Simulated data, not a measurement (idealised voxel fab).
Documented hereafter: the process module known as voxel local oxidation.
Cross-section cut spans 300 nm and uses square cells 5 nm in size.
We lay out every cross-section as a grid of square cells and spell it out in bands from the top down, where one band means one or more rows of cells. In this notation a band is specified by the heights of its top and bottom, in that order and in nm, after which its materials appear from left to right, each paired with its width in nm. The word "everywhere" attached to a single material means that material fills the band from edge to edge; the word "blank" stands for empty space. Height is counted from the level 0, under which the received wafer is composed throughout of one material. The lowest of the bands is not closed at the bottom but continues downward, in the notation "0..down". Note: "30->40" means the width goes from the first number (top row of the band) to the second number (bottom row) in equal steps per row of cells. Where the words "nothing changed" appear for a step, the cross-section shows no cell changed by that step; every cell remained as before. Listed in "Closed void entries": every empty space of 8 or more cells without an open way to the top. Form: width x height at distance, the distance being from the left edge, all in nm. Past the settings on a step's line: simulator remark, on that step. overlay nm: how far to the right of its planned place the mask lay on this masked step (negative: to the left).

## The process steps that were planned are listed below
1: RECEIVE: material Si
2: CONFORMAL_DEP: material SiO2, thk nm 5
3: CONFORMAL_DEP: material SiN, thk nm 15
4: PATTERN: tone cover, mask id ACTIVE, material resist, width nm 105, thk nm 20, overlay nm 0
5: DIRECTIONAL_ETCH: etch materials SiN, depth nm 15
6: STRIP: etch materials resist
7: SELECTIVE_ETCH: etch materials SiO2, depth nm 5
8: OXIDIZE: depth nm 10
9: STRIP: etch materials SiN

## Shown in cross-section is the wafer as received, that is, as it stands after step 1
    0..down  Si everywhere
    Closed void entries: none

## Looking at the first of two wafers in cross-section at end of module - ran to plan
    5..0  blank 100, SiO2 95, blank 105
    0..-10  SiO2 110, Si 75, SiO2 115
    -10..down  Si everywhere
    Closed void entries: none

## Cross-sectional view: second of two wafers, end of module; start and plan identical to the first, one mistake in running
    5..0  blank 100, SiO2 95, blank 105
    0..-15  SiO2 115, Si 65, SiO2 120
    -15..down  Si everywhere
    Closed void entries: none
Deviation noted in wafer processing: step 8 was processed under conditions differing from the plan, specifically as OXIDIZE: depth nm 15
Final difference in cells, second wafer against first, listed per material as more or fewer: Si: 51 fewer, SiO2: 51 more
